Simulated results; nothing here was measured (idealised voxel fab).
You're looking at the process module voxel air gaps.
Shown is cross-section cut, with a width of 215 nm and square cells of size 5 nm.
Each cross-section below is a grid of square cells, stated as bands in top-down order, with one or more rows of cells making up each band.
Read a band's entry like this: the first values are the height of its top and the height of its bottom in nm, and what follows is the sequence of materials from left to right, each with its width in nm. Note that "empty" is empty space, and that a single material marked "throughout" reaches across the band from edge to edge.
Heads up on the height convention: 0 is the point under which the incoming wafer is all one material, and the lowest band has no bottom, it just keeps going down, like "top 0, no bottom".
It should be noted that a width expressed as "30..40" varies in equal increments from row to row of cells within the band, taking the value of the first number at the top row and that of the second number at the bottom row.
You'll sometimes find "no modification" written for a step, and that's the way of saying that nowhere in the cross-section did a cell change during that step.
Closed void roster: empty space of 8 cells or more with no open way to the top, each as width x height at its distance from the left edge, in nm
Formally, on a step line, whatever follows the settings is a remark that the simulator itself makes on the step.
"overlay nm" on a masked step: distance the mask lay right of its planned place, negative for left.

-- This section lists the process steps that were planned
1,RECEIVE [material Si]
2,CONFORMAL_DEP [material SiO2] [thk nm 15]
3,CONFORMAL_DEP [material SiCN] [thk nm 5]
4,DIRECTIONAL_DEP [material SiO2] [thk nm 30]
5,PATTERN [tone open] [mask id LINES] [material resist] [width nm 15] [pitch nm 45] [thk nm 20] [overlay nm 0]
6,DIRECTIONAL_ETCH [etch materials SiO2] [depth nm 30]
7,STRIP [etch materials resist]
8,CONFORMAL_DEP [material TiN] [thk nm 5]
9,FILL_DEP [material W] [thk nm 5]
10,CMP [height nm 50]
11,EPI [material Ru] [thk nm 10]
12,SELECTIVE_ETCH [etch materials SiO2] [depth nm 40]
13,CONFORMAL_DEP [material SiCN] [thk nm 5]

-- The first of the two wafers, which ran as planned

-- Wafer as received: cross-section following step 1
  top 0, no bottom = Si throughout
  Closed void roster: none

-- After step 2, in cross-section
  top 15, bottom 0 = SiO2 throughout
  Note: structure below 0 unchanged.

-- After step 3, in cross-section
  top 20, bottom 15 = SiCN throughout
  Note: structure below 15 unchanged.

-- After step 4, in cross-section
  top 50, bottom 20 = SiO2 throughout
  Note: structure below 20 unchanged.

-- After step 5, in cross-section
  top 70, bottom 50 = resist=30; empty=15; resist=30; empty=15; resist=30; empty=15; resist=30; empty=15; resist=35
  Note: structure below 50 unchanged.

-- After step 6, in cross-section
  top 70, bottom 50 = resist=30; empty=15; resist=30; empty=15; resist=30; empty=15; resist=30; empty=15; resist=35
  top 50, bottom 20 = SiO2=30; empty=15; SiO2=30; empty=15; SiO2=30; empty=15; SiO2=30; empty=15; SiO2=35
  Note: structure below 20 unchanged.

-- After step 7, in cross-section
  top 50, bottom 20 = SiO2=30; empty=15; SiO2=30; empty=15; SiO2=30; empty=15; SiO2=30; empty=15; SiO2=35
  Note: structure below 20 unchanged.

-- After step 8, in cross-section
  top 55, bottom 50 = TiN=35; empty=5; TiN=40; empty=5; TiN=40; empty=5; TiN=40; empty=5; TiN=40
  top 50, bottom 25 = SiO2=30; TiN=5; empty=5; TiN=5; SiO2=30; TiN=5; empty=5; TiN=5; SiO2=30; TiN=5; empty=5; TiN=5; SiO2=30; TiN=5; empty=5; TiN=5; SiO2=35
  top 25, bottom 20 = SiO2=30; TiN=15; SiO2=30; TiN=15; SiO2=30; TiN=15; SiO2=30; TiN=15; SiO2=35
  Note: structure below 20 unchanged.

-- After step 9, in cross-section
  top 60, bottom 55 = W throughout
  top 55, bottom 50 = TiN=35; W=5; TiN=40; W=5; TiN=40; W=5; TiN=40; W=5; TiN=40
  top 50, bottom 25 = SiO2=30; TiN=5; W=5; TiN=5; SiO2=30; TiN=5; W=5; TiN=5; SiO2=30; TiN=5; W=5; TiN=5; SiO2=30; TiN=5; W=5; TiN=5; SiO2=35
  Note: structure below 25 unchanged.

-- After step 10, in cross-section
  top 50, bottom 25 = SiO2=30; TiN=5; W=5; TiN=5; SiO2=30; TiN=5; W=5; TiN=5; SiO2=30; TiN=5; W=5; TiN=5; SiO2=30; TiN=5; W=5; TiN=5; SiO2=35
  Note: structure below 25 unchanged.

-- After step 11, in cross-section
  top 60, bottom 50 = empty=20; Ru=35; empty=10; Ru=35; empty=10; Ru=35; empty=10; Ru=35; empty=25
  Note: structure below 50 unchanged.

-- After step 12, in cross-section
  top 60, bottom 50 = empty=20; Ru=35; empty=10; Ru=35; empty=10; Ru=35; empty=10; Ru=35; empty=25
  top 50, bottom 25 = empty=30; TiN=5; W=5; TiN=5; empty=30; TiN=5; W=5; TiN=5; empty=30; TiN=5; W=5; TiN=5; empty=30; TiN=5; W=5; TiN=5; empty=35
  top 25, bottom 20 = empty=30; TiN=15; empty=30; TiN=15; empty=30; TiN=15; empty=30; TiN=15; empty=35
  Note: structure below 20 unchanged.

-- After step 13, in cross-section
  top 65, bottom 60 = empty=15; SiCN=180; empty=20
  top 60, bottom 50 = empty=15; SiCN=5; Ru=35; SiCN=10; Ru=35; SiCN=10; Ru=35; SiCN=10; Ru=35; SiCN=5; empty=20
  top 50, bottom 45 = empty=15; SiCN=15; TiN=5; W=5; TiN=5; SiCN=30; TiN=5; W=5; TiN=5; SiCN=30; TiN=5; W=5; TiN=5; SiCN=30; TiN=5; W=5; TiN=5; SiCN=15; empty=20
  top 45, bottom 25 = empty=25; SiCN=5; TiN=5; W=5; TiN=5; SiCN=5; empty=20; SiCN=5; TiN=5; W=5; TiN=5; SiCN=5; empty=20; SiCN=5; TiN=5; W=5; TiN=5; SiCN=5; empty=20; SiCN=5; TiN=5; W=5; TiN=5; SiCN=5; empty=30
  top 25, bottom 20 = SiCN=30; TiN=15; SiCN=30; TiN=15; SiCN=30; TiN=15; SiCN=30; TiN=15; SiCN=35
  Note: structure below 20 unchanged.
  Closed void roster: 20 x 20 at 50; 20 x 20 at 95; 20 x 20 at 140

-- For the second wafer, take the first wafer's start and plan, then add one mistake made in running it; everything through step 1, that step included, is shared with the first

-- when step 2 should have ended
  top 30, bottom 0 = SiO2 throughout
  Note: structure below 0 unchanged.

-- when step 3 should have ended
  top 35, bottom 30 = SiCN throughout
  Note: structure below 30 unchanged.

-- when step 4 should have ended
  top 65, bottom 35 = SiO2 throughout
  Note: structure below 35 unchanged.

-- when step 5 should have ended
  top 85, bottom 65 = resist=30; empty=15; resist=30; empty=15; resist=30; empty=15; resist=30; empty=15; resist=35
  Note: structure below 65 unchanged.

-- when step 6 should have ended
  top 85, bottom 65 = resist=30; empty=15; resist=30; empty=15; resist=30; empty=15; resist=30; empty=15; resist=35
  top 65, bottom 35 = SiO2=30; empty=15; SiO2=30; empty=15; SiO2=30; empty=15; SiO2=30; empty=15; SiO2=35
  Note: structure below 35 unchanged.

-- when step 7 should have ended
  top 65, bottom 35 = SiO2=30; empty=15; SiO2=30; empty=15; SiO2=30; empty=15; SiO2=30; empty=15; SiO2=35
  Note: structure below 35 unchanged.

-- when step 8 should have ended
  top 70, bottom 65 = TiN=35; empty=5; TiN=40; empty=5; TiN=40; empty=5; TiN=40; empty=5; TiN=40
  top 65, bottom 40 = SiO2=30; TiN=5; empty=5; TiN=5; SiO2=30; TiN=5; empty=5; TiN=5; SiO2=30; TiN=5; empty=5; TiN=5; SiO2=30; TiN=5; empty=5; TiN=5; SiO2=35
  top 40, bottom 35 = SiO2=30; TiN=15; SiO2=30; TiN=15; SiO2=30; TiN=15; SiO2=30; TiN=15; SiO2=35
  Note: structure below 35 unchanged.

-- when step 9 should have ended
  top 75, bottom 70 = W throughout
  top 70, bottom 65 = TiN=35; W=5; TiN=40; W=5; TiN=40; W=5; TiN=40; W=5; TiN=40
  top 65, bottom 40 = SiO2=30; TiN=5; W=5; TiN=5; SiO2=30; TiN=5; W=5; TiN=5; SiO2=30; TiN=5; W=5; TiN=5; SiO2=30; TiN=5; W=5; TiN=5; SiO2=35
  Note: structure below 40 unchanged.

-- when step 10 should have ended
  top 50, bottom 40 = SiO2=30; TiN=5; W=5; TiN=5; SiO2=30; TiN=5; W=5; TiN=5; SiO2=30; TiN=5; W=5; TiN=5; SiO2=30; TiN=5; W=5; TiN=5; SiO2=35
  Note: structure below 40 unchanged.

-- when step 11 should have ended
  top 60, bottom 50 = empty=20; Ru=35; empty=10; Ru=35; empty=10; Ru=35; empty=10; Ru=35; empty=25
  Note: structure below 50 unchanged.

-- when step 12 should have ended
  top 60, bottom 50 = empty=20; Ru=35; empty=10; Ru=35; empty=10; Ru=35; empty=10; Ru=35; empty=25
  top 50, bottom 40 = empty=30; TiN=5; W=5; TiN=5; empty=30; TiN=5; W=5; TiN=5; empty=30; TiN=5; W=5; TiN=5; empty=30; TiN=5; W=5; TiN=5; empty=35
  top 40, bottom 35 = empty=30; TiN=15; empty=30; TiN=15; empty=30; TiN=15; empty=30; TiN=15; empty=35
  Note: structure below 35 unchanged.

-- when step 13 should have ended
  top 65, bottom 60 = empty=15; SiCN=180; empty=20
  top 60, bottom 50 = empty=15; SiCN=5; Ru=35; SiCN=10; Ru=35; SiCN=10; Ru=35; SiCN=10; Ru=35; SiCN=5; empty=20
  top 50, bottom 45 = empty=15; SiCN=15; TiN=5; W=5; TiN=5; SiCN=30; TiN=5; W=5; TiN=5; SiCN=30; TiN=5; W=5; TiN=5; SiCN=30; TiN=5; W=5; TiN=5; SiCN=15; empty=20
  top 45, bottom 40 = empty=25; SiCN=5; TiN=5; W=5; TiN=5; SiCN=5; empty=20; SiCN=5; TiN=5; W=5; TiN=5; SiCN=5; empty=20; SiCN=5; TiN=5; W=5; TiN=5; SiCN=5; empty=20; SiCN=5; TiN=5; W=5; TiN=5; SiCN=5; empty=30
  top 40, bottom 35 = SiCN=30; TiN=15; SiCN=30; TiN=15; SiCN=30; TiN=15; SiCN=30; TiN=15; SiCN=35
  Note: structure below 35 unchanged.
What broke from the plan during processing? the plan had its step 2 run twice
Final wafer comparison in cells, second versus first, more or fewer per material: SiCN -24, SiO2 +129, TiN -24, W -12
Wafer, first: 3 closed voids at end. Wafer, second: 0.
